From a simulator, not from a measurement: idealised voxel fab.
Module name: voxel gate over fins (process module)
Xsec cut, 205 nm wide, square cell size 5 nm.
For the purposes of this document, a cross-section shall be understood as a grid of square cells, specified as bands listed in top-to-bottom order, each band consisting of one or more rows of cells.
Band: top height; bottom height; in nm. Then, left to right: material with width in nm, for each material. "edge to edge": a single material spanning edge to edge. "air": empty space.
Heights from 0 (as-received wafer is one material below). Bottom band endless downward, as "from 0 down".
The width entry "30 to 40" should be interpreted row by row: the top row of cells in the band takes the first number, the bottom row takes the second number, and the change between adjacent rows is uniform throughout.
What does "nothing was modified" mean for a step? It means no cell of the cross-section changed in that step.
"Closed void entries" contains a list of empty spaces, each no smaller than 8 cells and without an open way to the top, written in the form width x height at distance with the distance from the left edge and all three in nm.
What comes after the settings on a step's line is commentary from the simulator itself on that step.
overlay nm: where the mask lay relative to plan, measured to the right, on steps with a mask; negatives go left.

## Intended process steps
1) RECEIVE (material Si)
2) CONFORMAL_DEP (material SiN; thk nm 5)
3) DIRECTIONAL_DEP (material aC; thk nm 15)
4) PATTERN (tone cover; mask id FINS; material resist; width nm 15; pitch nm 45; thk nm 30; overlay nm 0)
5) DIRECTIONAL_ETCH (etch materials aC; depth nm 15)
6) STRIP (etch materials resist)
7) DIRECTIONAL_ETCH (etch materials SiN; depth nm 5)
8) DIRECTIONAL_ETCH (etch materials Si; depth nm 40)
9) STRIP (etch materials aC)
10) FILL_DEP (material SiO2; thk nm 5)
11) CMP (height nm 5)
12) SELECTIVE_ETCH (etch materials SiO2; depth nm 20)
13) STRIP (etch materials SiN)
14) CONFORMAL_DEP (material HfO2; thk nm 5)
15) CONFORMAL_DEP (material TiN; thk nm 5)
16) FILL_DEP (material W; thk nm 15)
17) CMP (height nm 20)
18) CONFORMAL_DEP (material SiCN; thk nm 10)
The wafers in this document start out alike and differ in the thk nm applied at step 14; the plan shows the value used for the first wafer.

## Here's the first of the wafers in cross-section, just as we got it, i.e. after step 1
from 0 down  Si edge to edge
Closed void entries: none

## The figure below presents a cross-section of the first of several wafers at the conclusion of the module, following its last step, step 18
from 30 to 20  SiCN edge to edge
from 20 to 10  W edge to edge
from 10 to 5  W: 15  TiN: 35  W: 10  TiN: 35  W: 10  TiN: 35  W: 10  TiN: 35  W: 20
from 5 to 0  W: 15  TiN: 5  HfO2: 25  TiN: 5  W: 10  TiN: 5  HfO2: 25  TiN: 5  W: 10  TiN: 5  HfO2: 25  TiN: 5  W: 10  TiN: 5  HfO2: 25  TiN: 5  W: 20
from 0 to -5  W: 15  TiN: 5  HfO2: 5  Si: 15  HfO2: 5  TiN: 5  W: 10  TiN: 5  HfO2: 5  Si: 15  HfO2: 5  TiN: 5  W: 10  TiN: 5  HfO2: 5  Si: 15  HfO2: 5  TiN: 5  W: 10  TiN: 5  HfO2: 5  Si: 15  HfO2: 5  TiN: 5  W: 20
from -5 to -10  TiN: 20  HfO2: 5  Si: 15  HfO2: 5  TiN: 20  HfO2: 5  Si: 15  HfO2: 5  TiN: 20  HfO2: 5  Si: 15  HfO2: 5  TiN: 20  HfO2: 5  Si: 15  HfO2: 5  TiN: 25
from -10 to -15  HfO2: 25  Si: 15  HfO2: 30  Si: 15  HfO2: 30  Si: 15  HfO2: 30  Si: 15  HfO2: 30
from -15 to -40  SiO2: 25  Si: 15  SiO2: 30  Si: 15  SiO2: 30  Si: 15  SiO2: 30  Si: 15  SiO2: 30
from -40 down  Si edge to edge
Closed void entries: none

## Here we cross-sectioned the last of the wafers once the module was done
from 30 to 20  SiCN edge to edge
from 20 to 10  TiN: 5  HfO2: 190  TiN: 5  W: 5
from 10 to 5  TiN: 5  HfO2: 190  TiN: 10
from 5 to 0  HfO2 edge to edge
from 0 to -15  HfO2: 25  Si: 15  HfO2: 30  Si: 15  HfO2: 30  Si: 15  HfO2: 30  Si: 15  HfO2: 30
from -15 to -40  SiO2: 25  Si: 15  SiO2: 30  Si: 15  SiO2: 30  Si: 15  SiO2: 30  Si: 15  SiO2: 30
from -40 down  Si edge to edge
Closed void entries: none

## Quick key for the table: a row per wafer, taken at the end of the module. For each material it tells you how many cells the wafer gained (+) or lost (-) since it came in, and the closed voids come after
thk nm 5 | +65 HfO2 | -232 Si | +82 SiCN | +145 SiO2 | +65 TiN | +121 W | Closed void entries: none
thk nm 10 | +130 HfO2 | -232 Si | +82 SiCN | +145 SiO2 | +65 TiN | +56 W | Closed void entries: none
thk nm 15 | +195 HfO2 | -232 Si | +82 SiCN | +145 SiO2 | +47 TiN | +9 W | Closed void entries: none
thk nm 20 | +242 HfO2 | -232 Si | +82 SiCN | +145 SiO2 | +7 TiN | +2 W | Closed void entries: none
